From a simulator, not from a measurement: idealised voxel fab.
Proc. module: voxel ribs on slabs
The figure presents cross-section cut, which has a width of 150 nm and is divided into square cells with an edge length of 5 nm.
This document writes a cross-section as a grid whose cells are square, and gives it as bands, listed from the top down; one or more rows of cells form a band. Band entry format. Leading values: height of top, height of bottom, nm. Remainder: materials in left-to-right order, each with its width in nm. Special words: "everywhere" on a single material, which then fills the band edge to edge; "empty", empty space. Height is counted from the level 0, under which the received wafer is composed throughout of one material. The lowest of the bands is not closed at the bottom but continues downward, in the notation "0 -> down". Note: "30->40" means the width goes from the first number (top row of the band) to the second number (bottom row) in equal steps per row of cells. The designation "everything unchanged", where it is given for a processing step, indicates that no cell of the cross-section was altered in the course of that step. Closed empty spaces: empty space of 8 cells or more with no open way to the top, each as width x height at its distance from the left edge, in nm. Text after the settings on a step's line: the simulator's own remark on that step. What "overlay nm" on a step's line means: if the step has a mask, that mask lay this far to the right of its planned place, or, when the value is negative, to the left.
The planned process steps are enumerated hereunder
1: RECEIVE [material Si]
2: DIRECTIONAL_DEP [material SiO2] [thk nm 25]
3: DIRECTIONAL_DEP [material polySi] [thk nm 15]
4: DIRECTIONAL_DEP [material aC] [thk nm 10]
5: PATTERN [tone cover] [mask id RIB] [material resist] [width nm 15] [thk nm 25] [overlay nm 0]
6: DIRECTIONAL_ETCH [etch materials aC] [depth nm 10]
7: STRIP [etch materials resist]
8: DIRECTIONAL_ETCH [etch materials polySi] [depth nm 10]
9: STRIP [etch materials aC]
10: DIRECTIONAL_DEP [material aC] [thk nm 15]
11: PATTERN [tone cover] [mask id SLAB] [material resist] [width nm 55] [thk nm 35] [overlay nm 0]
12: DIRECTIONAL_ETCH [etch materials aC] [depth nm 15]
13: STRIP [etch materials resist]
14: DIRECTIONAL_ETCH [etch materials polySi] [depth nm 5]
15: STRIP [etch materials aC]
16: FILL_DEP [material SiO2] [thk nm 15]
17: CMP [height nm 50]
18: DIRECTIONAL_DEP [material TiN] [thk nm 10]
19: DIRECTIONAL_DEP [material aC] [thk nm 15]
20: PATTERN [tone cover] [mask id HEATER] [material resist] [width nm 15] [thk nm 35] [overlay nm 0]
21: DIRECTIONAL_ETCH [etch materials aC] [depth nm 15]
22: STRIP [etch materials resist]
23: DIRECTIONAL_ETCH [etch materials TiN] [depth nm 10]
24: STRIP [etch materials aC]
25: CONFORMAL_DEP [material SiN] [thk nm 5]
Among the wafers covered here, the point of difference is the width nm at step 20; their starting state is shared, and the plan presents the value of the first wafer.
Sectional view: first of several wafers, as received, after step 1
> 0 -> down = Si everywhere
> Closed empty spaces: none
Take a look at the first of several wafers in cross-section: the module is done, and step 25 was its last step
> 65 -> 60 = empty (60)  SiN (25)  empty (65)
> 60 -> 55 = empty (60)  SiN (5)  TiN (15)  SiN (5)  empty (65)
> 55 -> 50 = SiN (65)  TiN (15)  SiN (70)
> 50 -> 40 = SiO2 everywhere
> 40 -> 30 = SiO2 (65)  polySi (15)  SiO2 (70)
> 30 -> 25 = SiO2 (45)  polySi (55)  SiO2 (50)
> 25 -> 0 = SiO2 everywhere
> 0 -> down = Si everywhere
> Closed empty spaces: none
Last wafer x-sec, end of module
> 65 -> 60 = empty (50)  SiN (50)  empty (50)
> 60 -> 55 = empty (50)  SiN (5)  TiN (40)  SiN (5)  empty (50)
> 55 -> 50 = SiN (55)  TiN (40)  SiN (55)
> 50 -> 40 = SiO2 everywhere
> 40 -> 30 = SiO2 (65)  polySi (15)  SiO2 (70)
> 30 -> 25 = SiO2 (45)  polySi (55)  SiO2 (50)
> 25 -> 0 = SiO2 everywhere
> 0 -> down = Si everywhere
> Closed empty spaces: none
The rows of the table below are wafers. Looking at the end of the module, a row counts, for every material, the cells the wafer has gained, shown as (+), or lost, shown as (-), since it was received; its closed voids come next
width nm 15 | +34 SiN | +283 SiO2 | +6 TiN | +17 polySi | Closed empty spaces: none
width nm 20 | +34 SiN | +283 SiO2 | +8 TiN | +17 polySi | Closed empty spaces: none
width nm 25 | +34 SiN | +283 SiO2 | +10 TiN | +17 polySi | Closed empty spaces: none
width nm 30 | +34 SiN | +283 SiO2 | +12 TiN | +17 polySi | Closed empty spaces: none
width nm 35 | +34 SiN | +283 SiO2 | +14 TiN | +17 polySi | Closed empty spaces: none
width nm 40 | +34 SiN | +283 SiO2 | +16 TiN | +17 polySi | Closed empty spaces: none
